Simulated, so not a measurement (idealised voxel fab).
Herein follows the process module entitled voxel released beams.
Square cells of 5 nm make up the cross-section cut, whose width is 165 nm.
Heads up, the way a cross-section reads in here is a grid of square cells, handed over as bands from the top down, with every band being one or more rows of cells. Heights first: top, then bottom, in nm. Then materials, left to right, each with a width in nm. "edge to edge" on a single material: fills the band edge to edge. "empty": empty space. The reference from which all heights are counted is 0, the level beneath which the as-received wafer is entirely one material; the lowest band, having no lower bound, proceeds downward and is written after the example "0 nm and below". Per-row width for "30->40": begins at first number (top row of band), ends at second number (bottom row), increment between rows held constant. It should be understood that the words "remained the same", when stated for a given step, signify that the cross-section underwent no change in any of its cells during that step. Closed-off voids of 8+ cells (no open route to the top) go in "Closed void register", written width x height at distance from the left edge, in nm. Where a step's line continues beyond its settings, the continuation is a remark by the simulator itself on that step. "overlay nm" denotes, for a step that has a mask, the displacement of the mask to the right of its planned place, with negative values corresponding to the left.

This section lists the process steps that were planned
step 1: RECEIVE | material Si
step 2: CONFORMAL_DEP | material SiN | thk nm 10
step 3: DIRECTIONAL_DEP | material SiO2 | thk nm 20
step 4: PATTERN | tone open | mask id ANCHOR | material resist | width nm 30 | thk nm 20 | overlay nm 0
step 5: DIRECTIONAL_ETCH | etch materials SiO2 | depth nm 20
step 6: STRIP | etch materials resist
step 7: CONFORMAL_DEP | material TiN | thk nm 10
step 8: MASKED_ETCH | tone cover | mask id BEAM | width nm 115 | etch materials TiN | depth nm 10 | overlay nm 0
step 9: STRIP | etch materials SiO2

Incoming wafer, cross-sectional view, post step 1
	0 nm and below | Si edge to edge
	Closed void register: none

Cross-section, first of two wafers, end of module, run as planned
	40 nm to 30 nm | empty 20 / TiN 15 / empty 10 / TiN 90 / empty 30
	30 nm to 20 nm | empty 25 / TiN 10 / empty 10 / TiN 10 / empty 110
	20 nm to 10 nm | empty 25 / TiN 30 / empty 110
	10 nm to 0 nm | SiN edge to edge
	0 nm and below | Si edge to edge
	Closed void register: none

Second wafer cross-section at end of module - shared start and plan with the first, one mistake in the run
	40 nm to 30 nm | empty 30 / TiN 5 / empty 10 / TiN 100 / empty 20
	30 nm to 20 nm | empty 25 / TiN 10 / empty 10 / TiN 10 / empty 110
	20 nm to 10 nm | empty 25 / TiN 30 / empty 110
	10 nm to 0 nm | SiN edge to edge
	0 nm and below | Si edge to edge
	Closed void register: none
In executing the process, a mistake was made relative to the plan: note that step 8 departed from the planned setting and was carried out as MASKED_ETCH | tone cover | mask id BEAM | width nm 115 | etch materials TiN | depth nm 10 | overlay nm 10
Both wafers, final: cells per material equal; arrangement not.
